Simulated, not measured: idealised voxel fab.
Documented hereafter: the process module known as voxel local oxidation.
Xsec cut, 270 nm wide, square cell size 5 nm.
Cross-section layout: square cells on a grid; listed as bands, top to bottom; a band spans one or more cell rows.
The entry gives the band's vertical extent as a top height and a bottom height in nm, then its horizontal make-up as materials from left to right, each with a width in nm. "empty" stands for empty space; a single material marked "everywhere" fills the band edge to edge.
Convention: height 0 is the level below which the wafer, as received, is all one material. The lowest band does not terminate at the bottom but continues downward, represented as "0 down".
Quick explanation for "30 to 40": the width changes in equal steps down the rows of cells, from the first number in the band's top row to the second number in its bottom row.
For the purposes of this document, the phrase "changes: none" attached to a step denotes that no cell within the cross-section was modified by that step.
Under "Encapsulated voids" you'll find the enclosed gaps, the ones with no way out to the top, that are 8 cells or bigger; each reads width x height at distance, with distance counted from the left edge, everything in nm.
What comes after the settings on a step's line is commentary from the simulator itself on that step.
overlay nm: right-of-plan distance of the mask on a masked step; negative values mean left-of-plan.
Process steps (planned):
| 1 | RECEIVE [material Si] |
| 2 | CONFORMAL_DEP [material SiO2] [thk nm 5] |
| 3 | CONFORMAL_DEP [material SiN] [thk nm 10] |
| 4 | PATTERN [tone cover] [mask id ACTIVE] [material resist] [width nm 110] [thk nm 20] [overlay nm 0] |
| 5 | DIRECTIONAL_ETCH [etch materials SiN] [depth nm 10] |
| 6 | STRIP [etch materials resist] |
| 7 | SELECTIVE_ETCH [etch materials SiO2] [depth nm 5] |
| 8 | OXIDIZE [depth nm 10] |
| 9 | STRIP [etch materials SiN] |
Wafer, first of two, run as planned:
As-received state of the wafer in cross-section, equivalent to post-step 1:
    0 down = Si everywhere
    Encapsulated voids: none
After step 2:
    5 to 0 = SiO2 everywhere
    At heights below 0, the structure remains unaltered.
After step 3:
    15 to 5 = SiN everywhere
    At heights below 5, the structure remains unaltered.
After step 4:
    35 to 15 = empty 80 nm; resist 110 nm; empty 80 nm
    At heights below 15, the structure remains unaltered.
After step 5:
    35 to 15 = empty 80 nm; resist 110 nm; empty 80 nm
    15 to 5 = empty 80 nm; SiN 110 nm; empty 80 nm
    At heights below 5, the structure remains unaltered.
After step 6:
    15 to 5 = empty 80 nm; SiN 110 nm; empty 80 nm
    At heights below 5, the structure remains unaltered.
After step 7:
    15 to 5 = empty 80 nm; SiN 110 nm; empty 80 nm
    5 to 0 = empty 85 nm; SiO2 100 nm; empty 85 nm
    At heights below 0, the structure remains unaltered.
After step 8:
    15 to 5 = empty 80 nm; SiN 110 nm; empty 80 nm
    5 to 0 = empty 85 nm; SiO2 100 nm; empty 85 nm
    0 to -10 = SiO2 95 nm; Si 80 nm; SiO2 95 nm
    At heights below -10, the structure remains unaltered.
After step 9:
    5 to 0 = empty 85 nm; SiO2 100 nm; empty 85 nm
    At heights below 0, the structure remains unaltered.
Second wafer. Start and plan as for the first. One mistake made in running. Agrees with the first up to and including step 3:
Second wafer, cross-section, planned end of step 4:
    35 to 15 = resist 80 nm; empty 110 nm; resist 80 nm
    At heights below 15, the structure remains unaltered.
Second wafer, cross-section, planned end of step 5:
    35 to 15 = resist 80 nm; empty 110 nm; resist 80 nm
    15 to 5 = SiN 80 nm; empty 110 nm; SiN 80 nm
    At heights below 5, the structure remains unaltered.
Second wafer, cross-section, planned end of step 6:
    15 to 5 = SiN 80 nm; empty 110 nm; SiN 80 nm
    At heights below 5, the structure remains unaltered.
Second wafer, cross-section, planned end of step 7:
    15 to 5 = SiN 80 nm; empty 110 nm; SiN 80 nm
    5 to 0 = SiO2 75 nm; empty 120 nm; SiO2 75 nm
    At heights below 0, the structure remains unaltered.
Second wafer, cross-section, planned end of step 8:
    15 to 5 = SiN 80 nm; empty 110 nm; SiN 80 nm
    5 to 0 = SiO2 75 nm; empty 120 nm; SiO2 75 nm
    0 to -10 = Si 65 nm; SiO2 140 nm; Si 65 nm
    At heights below -10, the structure remains unaltered.
Second wafer, cross-section, planned end of step 9:
    5 to 0 = SiO2 75 nm; empty 120 nm; SiO2 75 nm
    At heights below 0, the structure remains unaltered.
The mistake made against the process plan was this: step 4 changed vs plan, executed as PATTERN [tone open] [mask id ACTIVE] [material resist] [width nm 110] [thk nm 20] [overlay nm 0]
Final wafer comparison in cells, second versus first, more or fewer per material: Si: 20 more | SiO2: 10 fewer
